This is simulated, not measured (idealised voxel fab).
Process module under the name voxel double patterning
Square cell edge 5 nm, section width 235 nm, ID cut.
For the purposes of this document, a cross-section shall be understood as a grid of square cells, specified as bands listed in top-to-bottom order, each band consisting of one or more rows of cells.
The entry gives the band's vertical extent as a top height and a bottom height in nm, then its horizontal make-up as materials from left to right, each with a width in nm. "blank" stands for empty space; a single material marked "all across" fills the band edge to edge.
Zero point of the height axis is 0; under it, received wafer = one material. Lowest band: continues down indefinitely, "0 nm and below".
The two numbers in a width such as "30->40" mark its ends across the band: the first belongs to the top row of cells, the second to the bottom row, and from each row to the next the width moves by the same amount.
What does "nothing was modified" mean for a step? It means no cell of the cross-section changed in that step.
Enclosed voids (no open way to top), threshold 8 cells or more, entry "Enclosed empty spaces", notation width x height at distance, distance from left edge, nm.
The remark found on a step's line after its settings is issued by the simulator itself and pertains to that step.
overlay nm, on a step with a mask: how far to the right of its planned place the mask lay; to the left if negative
### Steps in the process plan
1. RECEIVE with material Si
2. CONFORMAL_DEP with material SiO2, thk nm 10
3. DIRECTIONAL_DEP with material W, thk nm 15
4. DIRECTIONAL_DEP with material SiN, thk nm 10
5. DIRECTIONAL_DEP with material aC, thk nm 15
6. PATTERN with tone open, mask id FIRST, material resist, width nm 15, pitch nm 50, thk nm 35, overlay nm 0
7. DIRECTIONAL_ETCH with etch materials aC, depth nm 15
8. STRIP with etch materials resist
9. DIRECTIONAL_ETCH with etch materials SiN, depth nm 10
10. STRIP with etch materials aC
11. PATTERN with tone open, mask id SECOND, material resist, width nm 15, pitch nm 50, thk nm 15, overlay nm 0
12. DIRECTIONAL_ETCH with etch materials SiN, depth nm 10
13. STRIP with etch materials resist
14. DIRECTIONAL_ETCH with etch materials W, depth nm 15
15. STRIP with etch materials SiN
### Wafer as received: cross-section following step 1
	0 nm and below  Si all across
	Enclosed empty spaces: none
### Here's the wafer cut in cross-section after the module, started and planned just like above, except one thing was done wrong in the run
	25 nm to 10 nm  60 of W  30 of blank  20 of W  30 of blank  20 of W  15 of blank  60 of W
	10 nm to 0 nm  SiO2 all across
	0 nm and below  Si all across
	Enclosed empty spaces: none
Finding, execution versus plan: step 11 changed vs plan, executed as PATTERN with tone open, mask id SECOND, material resist, width nm 15, pitch nm 50, thk nm 15, overlay nm -10
